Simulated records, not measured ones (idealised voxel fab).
process module | voxel fin reveal
cross-section cut | 180 nm wide | cells 5 nm
A cross-section is a grid of square cells, given in bands from the top down. A band is one or more rows of cells.
Each band's line starts with the height of the band's top and of its bottom, in nm. Then come its materials from left to right, each with its width in nm. One material with "throughout" fills the band from edge to edge. "air" is empty space.
Height 0 is the level under which the wafer as received is all one material. The lowest band goes on downwards, as in "0 down".
A width such as "30 to 40" changes by the same amount from each row of cells to the next, from the band's top row to its bottom row.
"no change" after a step means that no cell of the cross-section changed.
closed voids: empty space of 8 cells or more with no open way to the top, each as width x height at its distance from the left edge, in nm
after a step's settings: what the simulator itself notes on the step
overlay nm, on a step with a mask: how far to the right of its planned place the mask lay; to the left if negative
plan
1 op RECEIVE | material Si
2 op CONFORMAL_DEP | material SiN | thk nm 10
3 op MASKED_ETCH | tone cover | mask id FINS | width nm 15 | pitch nm 40 | etch materials SiN | depth nm 10 | overlay nm 0
4 op MASKED_ETCH | tone cover | mask id FINS | width nm 15 | pitch nm 40 | etch materials Si | depth nm 30 | overlay nm 0
5 op FILL_DEP | material SiO2 | thk nm 5
6 op CMP | height nm 10
7 op SELECTIVE_ETCH | etch materials SiO2 | depth nm 25
8 op STRIP | etch materials SiN
as received, after step 1
  0 down: Si throughout
  closed voids: none
a wafer at the end: this start, this plan, one mistake
  0 to -15: air 60 | Si 15 | air 25 | Si 15 | air 65
  -15 to -25: SiO2 35 | air 25 | Si 15 | air 25 | Si 15 | air 25 | SiO2 40
  -25 to -30: SiO2 60 | Si 15 | SiO2 25 | Si 15 | SiO2 65
  -30 down: Si throughout
  closed voids: none
what went wrong: steps 7 and 8 were swapped
